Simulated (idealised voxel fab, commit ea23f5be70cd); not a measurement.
process module | voxel capacitor over wiring
cross-section cut | 165 nm wide | cells 5 nm
A cross-section is a grid of square cells, given in bands from the top down. A band is one or more rows of cells.
Each band's line starts with the height of the band's top and of its bottom, in nm. Then come its materials from left to right, each with its width in nm. One material with "throughout" fills the band from edge to edge. "air" is empty space.
Height 0 is the level under which the wafer as received is all one material. The lowest band goes on downwards, as in "0 down".
A width such as "30 to 40" changes by the same amount from each row of cells to the next, from the band's top row to its bottom row.
"no change" after a step means that no cell of the cross-section changed.
closed voids: empty space of 8 cells or more with no open way to the top, each as width x height at its distance from the left edge, in nm
after a step's settings: what the simulator itself notes on the step
overlay nm, on a step with a mask: how far to the right of its planned place the mask lay; to the left if negative
plan
1 op RECEIVE | material Si
2 op CONFORMAL_DEP | material SiO2 | thk nm 10
3 op DIRECTIONAL_DEP | material TiN | thk nm 5
4 op DIRECTIONAL_DEP | material W | thk nm 15
5 op MASKED_ETCH | tone cover | mask id METAL_1 | width nm 30 | pitch nm 95 | etch materials W | depth nm 15 | overlay nm 0
6 op MASKED_ETCH | tone cover | mask id METAL_1 | width nm 30 | pitch nm 95 | etch materials TiN | depth nm 5 | overlay nm 0
7 op FILL_DEP | material lowk | thk nm 10
8 op CMP | height nm 30
9 op CONFORMAL_DEP | material SiCN | thk nm 5
10 op DIRECTIONAL_DEP | material SiO2 | thk nm 20
11 op PATTERN | tone open | mask id PLUG_1 | material resist | width nm 15 | thk nm 15 | overlay nm 0
12 op DIRECTIONAL_ETCH | etch materials SiO2 | depth nm 20
13 op DIRECTIONAL_ETCH | etch materials SiCN | depth nm 5
14 op STRIP | etch materials resist
15 op CONFORMAL_DEP | material TiN | thk nm 5
16 op FILL_DEP | material W | thk nm 5
17 op CMP | height nm 55
18 op DIRECTIONAL_DEP | material TiN | thk nm 10
19 op DIRECTIONAL_DEP | material SiN | thk nm 5
20 op DIRECTIONAL_DEP | material TiN | thk nm 5
21 op DIRECTIONAL_DEP | material aC | thk nm 10
22 op PATTERN | tone cover | mask id UPPER_PLATE | material resist | width nm 70 | thk nm 30 | overlay nm 0
23 op DIRECTIONAL_ETCH | etch materials aC | depth nm 10
24 op STRIP | etch materials resist
25 op DIRECTIONAL_ETCH | etch materials TiN | depth nm 5
26 op DIRECTIONAL_ETCH | etch materials SiN | depth nm 5
27 op STRIP | etch materials aC
28 op PATTERN | tone cover | mask id LOWER_PLATE | material resist | width nm 80 | thk nm 15 | overlay nm 0
29 op DIRECTIONAL_ETCH | etch materials TiN | depth nm 10
30 op STRIP | etch materials resist
31 op FILL_DEP | material SiO2 | thk nm 20
32 op CMP | height nm 90
33 op MASKED_ETCH | tone open | mask id PLUG_2 | width nm 15 | etch materials SiO2 | depth nm 15 | overlay nm 0
34 op CONFORMAL_DEP | material TiN | thk nm 5
35 op FILL_DEP | material Ru | thk nm 5
36 op CMP | height nm 90
37 op CONFORMAL_DEP | material SiN | thk nm 5
first wafer, as planned
as received, after step 1
  0 down: Si throughout
  closed voids: none
after step 2
  10 to 0: SiO2 throughout
  below 0: unchanged
after step 3
  15 to 10: TiN throughout
  below 10: unchanged
after step 4
  30 to 15: W throughout
  below 15: unchanged
after step 5
  30 to 15: air 20 | W 30 | air 65 | W 30 | air 20
  below 15: unchanged
after step 6
  30 to 15: air 20 | W 30 | air 65 | W 30 | air 20
  15 to 10: air 20 | TiN 30 | air 65 | TiN 30 | air 20
  below 10: unchanged
after step 7
  40 to 30: lowk throughout
  30 to 15: lowk 20 | W 30 | lowk 65 | W 30 | lowk 20
  15 to 10: lowk 20 | TiN 30 | lowk 65 | TiN 30 | lowk 20
  below 10: unchanged
after step 8
  30 to 15: lowk 20 | W 30 | lowk 65 | W 30 | lowk 20
  below 15: unchanged
after step 9
  35 to 30: SiCN throughout
  below 30: unchanged
after step 10
  55 to 35: SiO2 throughout
  below 35: unchanged
after step 11
  70 to 55: resist 35 | air 15 | resist 115
  below 55: unchanged
after step 12
  70 to 55: resist 35 | air 15 | resist 115
  55 to 35: SiO2 35 | air 15 | SiO2 115
  below 35: unchanged
after step 13
  70 to 55: resist 35 | air 15 | resist 115
  55 to 35: SiO2 35 | air 15 | SiO2 115
  35 to 30: SiCN 35 | air 15 | SiCN 115
  below 30: unchanged
after step 14
  55 to 35: SiO2 35 | air 15 | SiO2 115
  below 35: unchanged
after step 15
  60 to 55: TiN 40 | air 5 | TiN 120
  55 to 35: SiO2 35 | TiN 5 | air 5 | TiN 5 | SiO2 115
  35 to 30: SiCN 35 | TiN 15 | SiCN 115
  below 30: unchanged
after step 16
  65 to 60: W throughout
  60 to 55: TiN 40 | W 5 | TiN 120
  55 to 35: SiO2 35 | TiN 5 | W 5 | TiN 5 | SiO2 115
  below 35: unchanged
after step 17
  55 to 35: SiO2 35 | TiN 5 | W 5 | TiN 5 | SiO2 115
  below 35: unchanged
after step 18
  65 to 55: TiN throughout
  below 55: unchanged
after step 19
  70 to 65: SiN throughout
  below 65: unchanged
after step 20
  75 to 70: TiN throughout
  below 70: unchanged
after step 21
  85 to 75: aC throughout
  below 75: unchanged
after step 22
  115 to 85: air 35 | resist 70 | air 60
  below 85: unchanged
after step 23
  105 to 85: air 35 | resist 70 | air 60
  85 to 75: air 35 | aC 70 | air 60
  below 75: unchanged
after step 24
  85 to 75: air 35 | aC 70 | air 60
  below 75: unchanged
after step 25
  85 to 75: air 35 | aC 70 | air 60
  75 to 70: air 35 | TiN 70 | air 60
  below 70: unchanged
after step 26
  85 to 75: air 35 | aC 70 | air 60
  75 to 70: air 35 | TiN 70 | air 60
  70 to 65: air 35 | SiN 70 | air 60
  below 65: unchanged
after step 27
  75 to 70: air 35 | TiN 70 | air 60
  below 70: unchanged
after step 28
  90 to 75: air 30 | resist 80 | air 55
  75 to 70: air 30 | resist 5 | TiN 70 | resist 5 | air 55
  70 to 65: air 30 | resist 5 | SiN 70 | resist 5 | air 55
  below 65: unchanged
after step 29
  90 to 75: air 30 | resist 80 | air 55
  75 to 70: air 30 | resist 5 | TiN 70 | resist 5 | air 55
  70 to 65: air 30 | resist 5 | SiN 70 | resist 5 | air 55
  65 to 55: air 30 | TiN 80 | air 55
  below 55: unchanged
after step 30
  75 to 70: air 35 | TiN 70 | air 60
  70 to 65: air 35 | SiN 70 | air 60
  below 65: unchanged
after step 31
  95 to 75: SiO2 throughout
  75 to 70: SiO2 35 | TiN 70 | SiO2 60
  70 to 65: SiO2 35 | SiN 70 | SiO2 60
  65 to 55: SiO2 30 | TiN 80 | SiO2 55
  below 55: unchanged
after step 32
  90 to 75: SiO2 throughout
  below 75: unchanged
after step 33
  90 to 75: SiO2 45 | air 15 | SiO2 105
  below 75: unchanged
after step 34
  95 to 90: TiN 50 | air 5 | TiN 110
  90 to 80: SiO2 45 | TiN 5 | air 5 | TiN 5 | SiO2 105
  80 to 70: SiO2 45 to 35 | TiN 15 to 70 | SiO2 105 to 60
  below 70: unchanged
after step 35
  100 to 95: Ru throughout
  95 to 90: TiN 50 | Ru 5 | TiN 110
  90 to 80: SiO2 45 | TiN 5 | Ru 5 | TiN 5 | SiO2 105
  below 80: unchanged
after step 36
  90 to 80: SiO2 45 | TiN 5 | Ru 5 | TiN 5 | SiO2 105
  below 80: unchanged
after step 37
  95 to 90: SiN throughout
  below 90: unchanged
second wafer: like start, like plan, one mistake. Through step 27 it matches the first wafer
when step 28 should have ended
  90 to 75: air 35 | resist 70 | air 60
  below 75: unchanged
when step 29 should have ended
  90 to 75: air 35 | resist 70 | air 60
  75 to 70: air 35 | TiN 70 | air 60
  70 to 65: air 35 | SiN 70 | air 60
  65 to 55: air 35 | TiN 70 | air 60
  below 55: unchanged
when step 30 should have ended
  75 to 70: air 35 | TiN 70 | air 60
  below 70: unchanged
when step 31 should have ended
  95 to 75: SiO2 throughout
  75 to 70: SiO2 35 | TiN 70 | SiO2 60
  70 to 65: SiO2 35 | SiN 70 | SiO2 60
  65 to 55: SiO2 35 | TiN 70 | SiO2 60
  below 55: unchanged
when step 32 should have ended
  90 to 75: SiO2 throughout
  below 75: unchanged
when step 33 should have ended
  90 to 75: SiO2 45 | air 15 | SiO2 105
  below 75: unchanged
when step 34 should have ended
  95 to 90: TiN 50 | air 5 | TiN 110
  90 to 80: SiO2 45 | TiN 5 | air 5 | TiN 5 | SiO2 105
  80 to 70: SiO2 45 to 35 | TiN 15 to 70 | SiO2 105 to 60
  below 70: unchanged
when step 35 should have ended
  100 to 95: Ru throughout
  95 to 90: TiN 50 | Ru 5 | TiN 110
  90 to 80: SiO2 45 | TiN 5 | Ru 5 | TiN 5 | SiO2 105
  below 80: unchanged
when step 36 should have ended
  90 to 80: SiO2 45 | TiN 5 | Ru 5 | TiN 5 | SiO2 105
  below 80: unchanged
when step 37 should have ended
  95 to 90: SiN throughout
  below 90: unchanged
what went wrong: step 28 ran as: op PATTERN | tone cover | mask id LOWER_PLATE | material resist | width nm 70 | thk nm 15 | overlay nm 0
at the end the second wafer has, in cells: 4 more of SiO2 | 4 fewer of TiN
